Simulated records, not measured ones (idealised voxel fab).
Module name: voxel self aligned contacts (process module)
Pictured: cross-section cut, 250 nm wide, on a grid of 5 nm square cells.
For the purposes of this document, a cross-section shall be understood as a grid of square cells, specified as bands listed in top-to-bottom order, each band consisting of one or more rows of cells.
Basically the band line says how high the top is and how high the bottom is, in nm, and then what's in it from left to right, every material with its width in nm. Empty space shows up as "air", and if a single material carries "full width" it runs the full band edge to edge.
Height is counted from the level 0, under which the received wafer is composed throughout of one material. The lowest of the bands is not closed at the bottom but continues downward, in the notation "0 nm and below".
It should be noted that a width expressed as "30..40" varies in equal increments from row to row of cells within the band, taking the value of the first number at the top row and that of the second number at the bottom row.
No cell of the cross-section changed in a step that is given as "remained unchanged".
This entry, "Sealed-off cavities", enumerates those empty regions of no fewer than 8 cells that possess no open connection to the top. Each region is reported in the form width x height at distance, the distance being taken from the left edge, with all three quantities expressed in nm.
The remark found on a step's line after its settings is issued by the simulator itself and pertains to that step.
On any step carrying a mask, the "overlay nm" setting, if present on the step's line, tells how far right of its planned place the mask lay; negative values point to the left.

Intended process steps
| 1 | RECEIVE (material Si) |
| 2 | OXIDIZE (depth nm 5) |
| 3 | DIRECTIONAL_DEP (material polySi; thk nm 30) |
| 4 | DIRECTIONAL_DEP (material SiN; thk nm 20) |
| 5 | DIRECTIONAL_DEP (material aC; thk nm 15) |
| 6 | PATTERN (tone cover; mask id GATE; material resist; width nm 35; pitch nm 65; thk nm 30; overlay nm 0) |
| 7 | DIRECTIONAL_ETCH (etch materials aC; depth nm 15) |
| 8 | STRIP (etch materials resist) |
| 9 | DIRECTIONAL_ETCH (etch materials SiN; depth nm 20) |
| 10 | DIRECTIONAL_ETCH (etch materials polySi; depth nm 30) |
| 11 | STRIP (etch materials aC) |
| 12 | CONFORMAL_DEP (material SiN; thk nm 5) |
| 13 | DIRECTIONAL_ETCH (etch materials SiN; depth nm 5) |
| 14 | FILL_DEP (material SiO2; thk nm 20) |
| 15 | CMP (height nm 60) |
| 16 | DIRECTIONAL_DEP (material aC; thk nm 15) |
| 17 | PATTERN (tone open; mask id CONTACT; material resist; width nm 40; pitch nm 65; thk nm 30; overlay nm 0) |
| 18 | DIRECTIONAL_ETCH (etch materials aC; depth nm 15) |
| 19 | STRIP (etch materials resist) |
| 20 | DIRECTIONAL_ETCH (etch materials SiO2; depth nm 65) |
| 21 | STRIP (etch materials aC) |
| 22 | CONFORMAL_DEP (material TiN; thk nm 5) |
| 23 | FILL_DEP (material Ru; thk nm 5) |
| 24 | CMP (height nm 60) |
| 25 | CONFORMAL_DEP (material SiCN; thk nm 5) |

The first of a set of two wafers, run to plan

Cross-section of the wafer at receipt, which is the condition after step 1
  0 nm and below  Si full width
  Sealed-off cavities: none

Cross-section through the wafer, step 2 finished
  0 nm to -5 nm  SiO2 full width
  Below a height of -5, the structure has not been altered.

Cross-section through the wafer, step 3 finished
  30 nm to 0 nm  polySi full width
  Below a height of 0, the structure has not been altered.

Cross-section through the wafer, step 4 finished
  50 nm to 30 nm  SiN full width
  Below a height of 30, the structure has not been altered.

Cross-section through the wafer, step 5 finished
  65 nm to 50 nm  aC full width
  Below a height of 50, the structure has not been altered.

Cross-section through the wafer, step 6 finished
  95 nm to 65 nm  air 40, resist 35, air 30, resist 35, air 30, resist 35, air 45
  Below a height of 65, the structure has not been altered.

Cross-section through the wafer, step 7 finished
  80 nm to 65 nm  air 40, resist 35, air 30, resist 35, air 30, resist 35, air 45
  65 nm to 50 nm  air 40, aC 35, air 30, aC 35, air 30, aC 35, air 45
  Below a height of 50, the structure has not been altered.

Cross-section through the wafer, step 8 finished
  65 nm to 50 nm  air 40, aC 35, air 30, aC 35, air 30, aC 35, air 45
  Below a height of 50, the structure has not been altered.

Cross-section through the wafer, step 9 finished
  65 nm to 50 nm  air 40, aC 35, air 30, aC 35, air 30, aC 35, air 45
  50 nm to 30 nm  air 40, SiN 35, air 30, SiN 35, air 30, SiN 35, air 45
  Below a height of 30, the structure has not been altered.

Cross-section through the wafer, step 10 finished
  65 nm to 50 nm  air 40, aC 35, air 30, aC 35, air 30, aC 35, air 45
  50 nm to 30 nm  air 40, SiN 35, air 30, SiN 35, air 30, SiN 35, air 45
  30 nm to 0 nm  air 40, polySi 35, air 30, polySi 35, air 30, polySi 35, air 45
  Below a height of 0, the structure has not been altered.

Cross-section through the wafer, step 11 finished
  50 nm to 30 nm  air 40, SiN 35, air 30, SiN 35, air 30, SiN 35, air 45
  Below a height of 30, the structure has not been altered.

Cross-section through the wafer, step 12 finished
  55 nm to 30 nm  air 35, SiN 45, air 20, SiN 45, air 20, SiN 45, air 40
  30 nm to 5 nm  air 35, SiN 5, polySi 35, SiN 5, air 20, SiN 5, polySi 35, SiN 5, air 20, SiN 5, polySi 35, SiN 5, air 40
  5 nm to 0 nm  SiN 40, polySi 35, SiN 30, polySi 35, SiN 30, polySi 35, SiN 45
  Below a height of 0, the structure has not been altered.

Cross-section through the wafer, step 13 finished
  50 nm to 30 nm  air 35, SiN 45, air 20, SiN 45, air 20, SiN 45, air 40
  30 nm to 0 nm  air 35, SiN 5, polySi 35, SiN 5, air 20, SiN 5, polySi 35, SiN 5, air 20, SiN 5, polySi 35, SiN 5, air 40
  Below a height of 0, the structure has not been altered.

Cross-section through the wafer, step 14 finished
  70 nm to 50 nm  SiO2 full width
  50 nm to 30 nm  SiO2 35, SiN 45, SiO2 20, SiN 45, SiO2 20, SiN 45, SiO2 40
  30 nm to 0 nm  SiO2 35, SiN 5, polySi 35, SiN 5, SiO2 20, SiN 5, polySi 35, SiN 5, SiO2 20, SiN 5, polySi 35, SiN 5, SiO2 40
  Below a height of 0, the structure has not been altered.

Cross-section through the wafer, step 15 finished
  60 nm to 50 nm  SiO2 full width
  Below a height of 50, the structure has not been altered.

Cross-section through the wafer, step 16 finished
  75 nm to 60 nm  aC full width
  Below a height of 60, the structure has not been altered.

Cross-section through the wafer, step 17 finished
  105 nm to 75 nm  resist 70, air 40, resist 25, air 40, resist 75
  Below a height of 75, the structure has not been altered.

Cross-section through the wafer, step 18 finished
  90 nm to 75 nm  resist 70, air 40, resist 25, air 40, resist 75
  75 nm to 60 nm  aC 70, air 40, aC 25, air 40, aC 75
  Below a height of 60, the structure has not been altered.

Cross-section through the wafer, step 19 finished
  75 nm to 60 nm  aC 70, air 40, aC 25, air 40, aC 75
  Below a height of 60, the structure has not been altered.

Cross-section through the wafer, step 20 finished
  75 nm to 60 nm  aC 70, air 40, aC 25, air 40, aC 75
  60 nm to 50 nm  SiO2 70, air 40, SiO2 25, air 40, SiO2 75
  50 nm to 30 nm  SiO2 35, SiN 45, air 20, SiN 45, air 20, SiN 45, SiO2 40
  30 nm to 0 nm  SiO2 35, SiN 5, polySi 35, SiN 5, air 20, SiN 5, polySi 35, SiN 5, air 20, SiN 5, polySi 35, SiN 5, SiO2 40
  0 nm to -5 nm  SiO2 80, air 20, SiO2 45, air 20, SiO2 85
  Below a height of -5, the structure has not been altered.

Cross-section through the wafer, step 21 finished
  60 nm to 50 nm  SiO2 70, air 40, SiO2 25, air 40, SiO2 75
  Below a height of 50, the structure has not been altered.

Cross-section through the wafer, step 22 finished
  65 nm to 60 nm  TiN 75, air 30, TiN 35, air 30, TiN 80
  60 nm to 50 nm  SiO2 70, TiN 5..15, air 30..10, TiN 5..15, SiO2 25, TiN 5..15, air 30..10, TiN 5..15, SiO2 75
  50 nm to 30 nm  SiO2 35, SiN 45, TiN 5, air 10, TiN 5, SiN 45, TiN 5, air 10, TiN 5, SiN 45, SiO2 40
  30 nm to 0 nm  SiO2 35, SiN 5, polySi 35, SiN 5, TiN 5, air 10, TiN 5, SiN 5, polySi 35, SiN 5, TiN 5, air 10, TiN 5, SiN 5, polySi 35, SiN 5, SiO2 40
  0 nm to -5 nm  SiO2 80, TiN 20, SiO2 45, TiN 20, SiO2 85
  Below a height of -5, the structure has not been altered.

Cross-section through the wafer, step 23 finished
  70 nm to 65 nm  Ru full width
  65 nm to 60 nm  TiN 75, Ru 30, TiN 35, Ru 30, TiN 80
  60 nm to 50 nm  SiO2 70, TiN 5..15, Ru 30..10, TiN 5..15, SiO2 25, TiN 5..15, Ru 30..10, TiN 5..15, SiO2 75
  50 nm to 30 nm  SiO2 35, SiN 45, TiN 5, Ru 10, TiN 5, SiN 45, TiN 5, Ru 10, TiN 5, SiN 45, SiO2 40
  30 nm to 0 nm  SiO2 35, SiN 5, polySi 35, SiN 5, TiN 5, Ru 10, TiN 5, SiN 5, polySi 35, SiN 5, TiN 5, Ru 10, TiN 5, SiN 5, polySi 35, SiN 5, SiO2 40
  Below a height of 0, the structure has not been altered.

Cross-section through the wafer, step 24 finished
  60 nm to 50 nm  SiO2 70, TiN 5..15, Ru 30..10, TiN 5..15, SiO2 25, TiN 5..15, Ru 30..10, TiN 5..15, SiO2 75
  Below a height of 50, the structure has not been altered.

Cross-section through the wafer, step 25 finished
  65 nm to 60 nm  SiCN full width
  Below a height of 60, the structure has not been altered.

The remaining wafer, second of the two, started like the first and was run to the same plan, except that one mistake was made along the way; the two coincide through step 5, inclusive

Cross-section of the second wafer when, according to plan, step 6 should have finished
  95 nm to 65 nm  resist 40, air 35, resist 30, air 35, resist 30, air 35, resist 45
  Below a height of 65, the structure has not been altered.

Cross-section of the second wafer when, according to plan, step 7 should have finished
  80 nm to 65 nm  resist 40, air 35, resist 30, air 35, resist 30, air 35, resist 45
  65 nm to 50 nm  aC 40, air 35, aC 30, air 35, aC 30, air 35, aC 45
  Below a height of 50, the structure has not been altered.

Cross-section of the second wafer when, according to plan, step 8 should have finished
  65 nm to 50 nm  aC 40, air 35, aC 30, air 35, aC 30, air 35, aC 45
  Below a height of 50, the structure has not been altered.

Cross-section of the second wafer when, according to plan, step 9 should have finished
  65 nm to 50 nm  aC 40, air 35, aC 30, air 35, aC 30, air 35, aC 45
  50 nm to 30 nm  SiN 40, air 35, SiN 30, air 35, SiN 30, air 35, SiN 45
  Below a height of 30, the structure has not been altered.

Cross-section of the second wafer when, according to plan, step 10 should have finished
  65 nm to 50 nm  aC 40, air 35, aC 30, air 35, aC 30, air 35, aC 45
  50 nm to 30 nm  SiN 40, air 35, SiN 30, air 35, SiN 30, air 35, SiN 45
  30 nm to 0 nm  polySi 40, air 35, polySi 30, air 35, polySi 30, air 35, polySi 45
  Below a height of 0, the structure has not been altered.

Cross-section of the second wafer when, according to plan, step 11 should have finished
  50 nm to 30 nm  SiN 40, air 35, SiN 30, air 35, SiN 30, air 35, SiN 45
  Below a height of 30, the structure has not been altered.

Cross-section of the second wafer when, according to plan, step 12 should have finished
  55 nm to 30 nm  SiN 45, air 25, SiN 40, air 25, SiN 40, air 25, SiN 50
  30 nm to 5 nm  polySi 40, SiN 5, air 25, SiN 5, polySi 30, SiN 5, air 25, SiN 5, polySi 30, SiN 5, air 25, SiN 5, polySi 45
  5 nm to 0 nm  polySi 40, SiN 35, polySi 30, SiN 35, polySi 30, SiN 35, polySi 45
  Below a height of 0, the structure has not been altered.

Cross-section of the second wafer when, according to plan, step 13 should have finished
  50 nm to 30 nm  SiN 45, air 25, SiN 40, air 25, SiN 40, air 25, SiN 50
  30 nm to 0 nm  polySi 40, SiN 5, air 25, SiN 5, polySi 30, SiN 5, air 25, SiN 5, polySi 30, SiN 5, air 25, SiN 5, polySi 45
  Below a height of 0, the structure has not been altered.

Cross-section of the second wafer when, according to plan, step 14 should have finished
  70 nm to 50 nm  SiO2 full width
  50 nm to 30 nm  SiN 45, SiO2 25, SiN 40, SiO2 25, SiN 40, SiO2 25, SiN 50
  30 nm to 0 nm  polySi 40, SiN 5, SiO2 25, SiN 5, polySi 30, SiN 5, SiO2 25, SiN 5, polySi 30, SiN 5, SiO2 25, SiN 5, polySi 45
  Below a height of 0, the structure has not been altered.

Cross-section of the second wafer when, according to plan, step 15 should have finished
  60 nm to 50 nm  SiO2 full width
  Below a height of 50, the structure has not been altered.

Cross-section of the second wafer when, according to plan, step 16 should have finished
  75 nm to 60 nm  aC full width
  Below a height of 60, the structure has not been altered.

Cross-section of the second wafer when, according to plan, step 17 should have finished
  105 nm to 75 nm  resist 70, air 40, resist 25, air 40, resist 75
  Below a height of 75, the structure has not been altered.

Cross-section of the second wafer when, according to plan, step 18 should have finished
  90 nm to 75 nm  resist 70, air 40, resist 25, air 40, resist 75
  75 nm to 60 nm  aC 70, air 40, aC 25, air 40, aC 75
  Below a height of 60, the structure has not been altered.

Cross-section of the second wafer when, according to plan, step 19 should have finished
  75 nm to 60 nm  aC 70, air 40, aC 25, air 40, aC 75
  Below a height of 60, the structure has not been altered.

Cross-section of the second wafer when, according to plan, step 20 should have finished
  75 nm to 60 nm  aC 70, air 40, aC 25, air 40, aC 75
  60 nm to 50 nm  SiO2 70, air 40, SiO2 25, air 40, SiO2 75
  Below a height of 50, the structure has not been altered.

Cross-section of the second wafer when, according to plan, step 21 should have finished
  60 nm to 50 nm  SiO2 70, air 40, SiO2 25, air 40, SiO2 75
  Below a height of 50, the structure has not been altered.

Cross-section of the second wafer when, according to plan, step 22 should have finished
  65 nm to 60 nm  TiN 75, air 30, TiN 35, air 30, TiN 80
  60 nm to 55 nm  SiO2 70, TiN 5, air 30, TiN 5, SiO2 25, TiN 5, air 30, TiN 5, SiO2 75
  55 nm to 50 nm  SiO2 70, TiN 40, SiO2 25, TiN 40, SiO2 75
  Below a height of 50, the structure has not been altered.

Cross-section of the second wafer when, according to plan, step 23 should have finished
  70 nm to 65 nm  Ru full width
  65 nm to 60 nm  TiN 75, Ru 30, TiN 35, Ru 30, TiN 80
  60 nm to 55 nm  SiO2 70, TiN 5, Ru 30, TiN 5, SiO2 25, TiN 5, Ru 30, TiN 5, SiO2 75
  Below a height of 55, the structure has not been altered.

Cross-section of the second wafer when, according to plan, step 24 should have finished
  60 nm to 55 nm  SiO2 70, TiN 5, Ru 30, TiN 5, SiO2 25, TiN 5, Ru 30, TiN 5, SiO2 75
  Below a height of 55, the structure has not been altered.

Cross-section of the second wafer when, according to plan, step 25 should have finished
  65 nm to 60 nm  SiCN full width
  Below a height of 60, the structure has not been altered.
Short version of what went wrong: step 6 went in with a setting other than planned; the actual run was PATTERN (tone open; mask id GATE; material resist; width nm 35; pitch nm 65; thk nm 30; overlay nm 0)
The final cell counts differ between the wafers, with the second having more or fewer of some materials than the first: 44 fewer of Ru; 32 more of SiN; 8 more of SiO2; 44 fewer of TiN; 48 more of polySi
